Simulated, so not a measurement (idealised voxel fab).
Name of the process module below: voxel ribs on slabs
Each square cell in cross-section cut measures 5 nm, and the section as a whole is 270 nm wide.
Cross-section layout: square cells on a grid; listed as bands, top to bottom; a band spans one or more cell rows.
Read a band's entry like this: the first values are the height of its top and the height of its bottom in nm, and what follows is the sequence of materials from left to right, each with its width in nm. Note that "empty" is empty space, and that a single material marked "everywhere" reaches across the band from edge to edge.
For the purposes of this specification, 0 denotes the height below which the wafer in its as-received condition is composed wholly of one material, and the lowermost band, lacking a lower limit, extends downward without end, as expressed in "0 down".
Quick explanation for "30..40": the width changes in equal steps down the rows of cells, from the first number in the band's top row to the second number in its bottom row.
A step reported as "nothing got changed" is a step in which no cell of the cross-section changed.
Empty spaces without an open route to the top, at least 8 cells in extent, make up the entry "Closed void inventory"; each is given as width x height at distance, where the distance is measured from the left edge, and all are in nm.
Formally, on a step line, whatever follows the settings is a remark that the simulator itself makes on the step.
overlay nm: mask offset rightward from planned place, masked step; negative means leftward offset.
The following list gives the planned process steps
- 1: RECEIVE [material Si]
- 2: DIRECTIONAL_DEP [material SiO2] [thk nm 30]
- 3: DIRECTIONAL_DEP [material polySi] [thk nm 25]
- 4: MASKED_ETCH [tone cover] [mask id RIB] [width nm 20] [etch materials polySi] [depth nm 5] [overlay nm 0]
- 5: MASKED_ETCH [tone cover] [mask id SLAB] [width nm 80] [etch materials polySi] [depth nm 20] [overlay nm 0]
- 6: FILL_DEP [material SiO2] [thk nm 30]
- 7: CMP [height nm 75]
- 8: DIRECTIONAL_DEP [material W] [thk nm 10]
- 9: PATTERN [tone cover] [mask id HEATER] [material resist] [width nm 30] [thk nm 15] [overlay nm 0]
- 10: DIRECTIONAL_ETCH [etch materials W] [depth nm 10]
- 11: STRIP [etch materials resist]
- 12: CONFORMAL_DEP [material SiO2] [thk nm 10]
Shown in cross-section is the wafer as received, that is, as it stands after step 1
> 0 down: Si everywhere
> Closed void inventory: none
Starting wafer: above. Plan: above. Run: one mistake. Cross-section after the module: below
> 95 to 85: SiO2=130, then empty=10, then SiO2=130
> 85 to 75: W=120, then SiO2=30, then W=120
> 75 to 55: SiO2 everywhere
> 55 to 50: SiO2=125, then polySi=20, then SiO2=125
> 50 to 30: SiO2=95, then polySi=80, then SiO2=95
> 30 to 0: SiO2 everywhere
> 0 down: Si everywhere
> Closed void inventory: none
In executing the process, a mistake was made relative to the plan: it should be noted that step 9 was executed with settings other than those planned, the operation and settings actually applied being PATTERN [tone open] [mask id HEATER] [material resist] [width nm 30] [thk nm 15] [overlay nm 0]
